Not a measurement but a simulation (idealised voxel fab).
Herein follows the process module entitled voxel gate over fins.
The width of the displayed cross-section, cut, is 280 nm; its cells are square, with a size of 5 nm.
Cross-section format: a grid of square cells, given as bands from top to bottom; each band is one or more rows of cells.
Band entry format. Leading values: height of top, height of bottom, nm. Remainder: materials in left-to-right order, each with its width in nm. Special words: "all across" on a single material, which then fills the band edge to edge; "air", empty space.
Heights are reckoned from 0. Under this level, the received wafer is all of one material. The bottommost band is open-ended downward, for example "0 and below".
A width such as "30..40" changes by the same amount from each row of cells to the next, from the band's top row to its bottom row.
Where a step carries "no alterations made", the cross-section came out of it unchanged, cell for cell.
"Closed voids list" enumerates empty spaces isolated from the top, with no open way to it, that contain at least 8 cells, giving each as width x height at distance from the left edge, all three in nm.
Read whatever lies past the settings on a step's line as the simulator's own remark about the step.
overlay nm: where the mask lay relative to plan, measured to the right, on steps with a mask; negatives go left.
### List of planned process steps
1,RECEIVE with material Si
2,CONFORMAL_DEP with material SiN, thk nm 10
3,DIRECTIONAL_DEP with material aC, thk nm 15
4,PATTERN with tone cover, mask id FINS, material resist, width nm 15, pitch nm 50, thk nm 30, overlay nm -15
5,DIRECTIONAL_ETCH with etch materials aC, depth nm 15
6,STRIP with etch materials resist
7,DIRECTIONAL_ETCH with etch materials SiN, depth nm 10
8,DIRECTIONAL_ETCH with etch materials Si, depth nm 30
9,STRIP with etch materials aC
10,OXIDIZE with depth nm 5
11,FILL_DEP with material SiO2, thk nm 15
12,CMP with height nm 10
13,MASKED_ETCH with tone open, mask id RAIL, width nm 15, etch materials SiO2, depth nm 35, overlay nm 0
14,CONFORMAL_DEP with material TiN, thk nm 5
15,FILL_DEP with material W, thk nm 5
16,CMP with height nm 10
17,SELECTIVE_ETCH with etch materials W Ru TiN, depth nm 25
18,FILL_DEP with material SiO2, thk nm 5
19,CMP with height nm 10
20,SELECTIVE_ETCH with etch materials SiO2, depth nm 20
21,STRIP with etch materials SiN
22,CONFORMAL_DEP with material HfO2, thk nm 5
23,CONFORMAL_DEP with material TiN, thk nm 5
24,FILL_DEP with material W, thk nm 15
25,CMP with height nm 20
26,CONFORMAL_DEP with material SiN, thk nm 5
Be aware that, although all wafers share a common starting state, the overlay nm at step 4 differs among them, and the plan displays the first wafer's value.
### After step 1, as received: first of several wafers, cross-section
0 and below = Si all across
Closed voids list: none
### Depicted here is the first of several wafers in cross-section, at module completion following the last step, step 26
25 down to 20 = SiN all across
20 down to 10 = W all across
10 down to 5 = 35 W; 25 TiN; 25 W; 25 TiN; 25 W; 25 TiN; 25 W; 25 TiN; 70 W
5 down to 0 = 35 W; 5 TiN; 15 HfO2; 5 TiN; 25 W; 5 TiN; 15 HfO2; 5 TiN; 25 W; 5 TiN; 15 HfO2; 5 TiN; 25 W; 5 TiN; 15 HfO2; 5 TiN; 70 W
0 down to -5 = 40 TiN; 5 HfO2; 5 Si; 5 HfO2; 35 TiN; 5 HfO2; 5 Si; 5 HfO2; 35 TiN; 5 HfO2; 5 Si; 5 HfO2; 35 TiN; 5 HfO2; 5 Si; 5 HfO2; 75 TiN
-5 down to -10 = 45 HfO2; 5 Si; 45 HfO2; 5 Si; 45 HfO2; 5 Si; 45 HfO2; 5 Si; 80 HfO2
-10 down to -15 = 45 SiO2; 5 Si; 45 SiO2; 5 Si; 45 SiO2; 5 Si; 45 SiO2; 5 Si; 80 SiO2
-15 down to -25 = 45 SiO2; 5 Si; 30 SiO2; 10 TiN; 5 SiO2; 5 Si; 45 SiO2; 5 Si; 45 SiO2; 5 Si; 80 SiO2
-25 down to -35 = 45 SiO2; 5 Si; 45 SiO2; 5 Si; 45 SiO2; 5 Si; 45 SiO2; 5 Si; 80 SiO2
-35 and below = Si all across
Closed voids list: none
### Final wafer of several, shown in cross-section at the end of the module
25 down to 20 = SiN all across
20 down to 10 = W all across
10 down to 5 = 65 W; 25 TiN; 25 W; 25 TiN; 25 W; 25 TiN; 25 W; 25 TiN; 40 W
5 down to 0 = 65 W; 5 TiN; 15 HfO2; 5 TiN; 25 W; 5 TiN; 15 HfO2; 5 TiN; 25 W; 5 TiN; 15 HfO2; 5 TiN; 25 W; 5 TiN; 15 HfO2; 5 TiN; 40 W
0 down to -5 = 70 TiN; 5 HfO2; 5 Si; 5 HfO2; 35 TiN; 5 HfO2; 5 Si; 5 HfO2; 35 TiN; 5 HfO2; 5 Si; 5 HfO2; 35 TiN; 5 HfO2; 5 Si; 5 HfO2; 45 TiN
-5 down to -10 = 75 HfO2; 5 Si; 45 HfO2; 5 Si; 45 HfO2; 5 Si; 45 HfO2; 5 Si; 50 HfO2
-10 down to -15 = 75 SiO2; 5 Si; 45 SiO2; 5 Si; 45 SiO2; 5 Si; 45 SiO2; 5 Si; 50 SiO2
-15 down to -25 = 75 SiO2; 5 Si; 5 SiO2; 10 TiN; 30 SiO2; 5 Si; 45 SiO2; 5 Si; 45 SiO2; 5 Si; 50 SiO2
-25 down to -35 = 75 SiO2; 5 Si; 45 SiO2; 5 Si; 45 SiO2; 5 Si; 45 SiO2; 5 Si; 50 SiO2
-35 and below = Si all across
Closed voids list: none
### The rows of the table below are wafers. Looking at the end of the module, a row counts, for every material, the cells the wafer has gained, shown as (+), or lost, shown as (-), since it was received; its closed voids come next
overlay nm -15; +72 HfO2; -364 Si; +56 SiN; +256 SiO2; +76 TiN; +184 W; Closed voids list: none
overlay nm -10; +72 HfO2; -364 Si; +56 SiN; +254 SiO2; +77 TiN; +185 W; Closed voids list: none
overlay nm -5; +72 HfO2; -364 Si; +56 SiN; +254 SiO2; +77 TiN; +185 W; Closed voids list: none
overlay nm 0; +72 HfO2; -364 Si; +56 SiN; +254 SiO2; +77 TiN; +185 W; Closed voids list: none
overlay nm 5; +72 HfO2; -364 Si; +56 SiN; +254 SiO2; +77 TiN; +185 W; Closed voids list: none
overlay nm 10; +72 HfO2; -364 Si; +56 SiN; +254 SiO2; +77 TiN; +185 W; Closed voids list: none
overlay nm 15; +72 HfO2; -364 Si; +56 SiN; +256 SiO2; +76 TiN; +184 W; Closed voids list: none
